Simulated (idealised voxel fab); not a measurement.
Process module in this document: voxel lift off
It is cross-section cut that appears here, measuring 190 nm in width, its square cells being 5 nm in size.
Cross-section, as written here: a square-cell grid given band by band from the top down, where a band holds one or more rows of cells. This entry defines a band. It first specifies the height of the band's top and the height of its bottom in nm, and then specifies the band's materials from left to right, stating each material with its width in nm. The word "full width" identifies a single material that fills the band from edge to edge, while the word "empty" identifies empty space. Convention: height 0 is the level below which the wafer, as received, is all one material. The lowest band does not terminate at the bottom but continues downward, represented as "top 0, no bottom". Note: "30->40" means the width goes from the first number (top row of the band) to the second number (bottom row) in equal steps per row of cells. What does "everything unchanged" mean for a step? It means no cell of the cross-section changed in that step. Each empty space that has no open way to the top and spans at least 8 cells appears under "Entrapped voids" as width x height at distance, the distance counted from the left edge, all in nm. On each step's line, the part that comes after the settings is the simulator's own comment on the step. overlay nm: mask offset rightward from planned place, masked step; negative means leftward offset.
**Listed below are the process steps as planned**
1,RECEIVE: material Si
2,CONFORMAL_DEP: material SiN, thk nm 15
3,PATTERN: tone open, mask id LINES, material resist, width nm 25, pitch nm 55, thk nm 20, overlay nm 0
4,DIRECTIONAL_DEP: material Ru, thk nm 5
5,STRIP: etch materials resist
6,CONFORMAL_DEP: material SiCN, thk nm 5
**The first of two wafers, run as planned**
**Shown in cross-section is the wafer as received, that is, as it stands after step 1**
  top 0, no bottom: Si full width
  Entrapped voids: none
**The wafer in cross-section once step 2 is complete**
  top 15, bottom 0: SiN full width
  For the remainder of the cross-section, below 0, there is no change.
**The wafer in cross-section once step 3 is complete**
  top 35, bottom 15: resist 25  empty 25  resist 30  empty 25  resist 30  empty 25  resist 30
  For the remainder of the cross-section, below 15, there is no change.
**The wafer in cross-section once step 4 is complete**
  top 40, bottom 35: Ru 25  empty 25  Ru 30  empty 25  Ru 30  empty 25  Ru 30
  top 35, bottom 20: resist 25  empty 25  resist 30  empty 25  resist 30  empty 25  resist 30
  top 20, bottom 15: resist 25  Ru 25  resist 30  Ru 25  resist 30  Ru 25  resist 30
  For the remainder of the cross-section, below 15, there is no change.
**The wafer in cross-section once step 5 is complete**
  top 20, bottom 15: empty 25  Ru 25  empty 30  Ru 25  empty 30  Ru 25  empty 30
  For the remainder of the cross-section, below 15, there is no change.
**The wafer in cross-section once step 6 is complete**
  top 25, bottom 20: empty 20  SiCN 35  empty 20  SiCN 35  empty 20  SiCN 35  empty 25
  top 20, bottom 15: SiCN 25  Ru 25  SiCN 30  Ru 25  SiCN 30  Ru 25  SiCN 30
  For the remainder of the cross-section, below 15, there is no change.
**Now the other wafer: same start, same recipe, but we messed up one thing when running it. Up to and including step 3 it's the same as the first one**
**Second wafer cross-section, taken as of the time the plan sets for step 4 to be done**
  top 40, bottom 35: SiCN 25  empty 25  SiCN 30  empty 25  SiCN 30  empty 25  SiCN 30
  top 35, bottom 20: resist 25  empty 25  resist 30  empty 25  resist 30  empty 25  resist 30
  top 20, bottom 15: resist 25  SiCN 25  resist 30  SiCN 25  resist 30  SiCN 25  resist 30
  For the remainder of the cross-section, below 15, there is no change.
**Second wafer cross-section, taken as of the time the plan sets for step 5 to be done**
  top 20, bottom 15: empty 25  SiCN 25  empty 30  SiCN 25  empty 30  SiCN 25  empty 30
  For the remainder of the cross-section, below 15, there is no change.
**Second wafer cross-section, taken as of the time the plan sets for step 6 to be done**
  top 25, bottom 20: empty 20  SiCN 35  empty 20  SiCN 35  empty 20  SiCN 35  empty 25
  top 20, bottom 15: SiCN full width
  For the remainder of the cross-section, below 15, there is no change.
In executing the process, a mistake was made relative to the plan: step 4 changed vs plan, executed as DIRECTIONAL_DEP: material SiCN, thk nm 5
Final comparison by cell count, materials where the second wafer has more or fewer than the first: Ru: 15 fewer; SiCN: 15 more
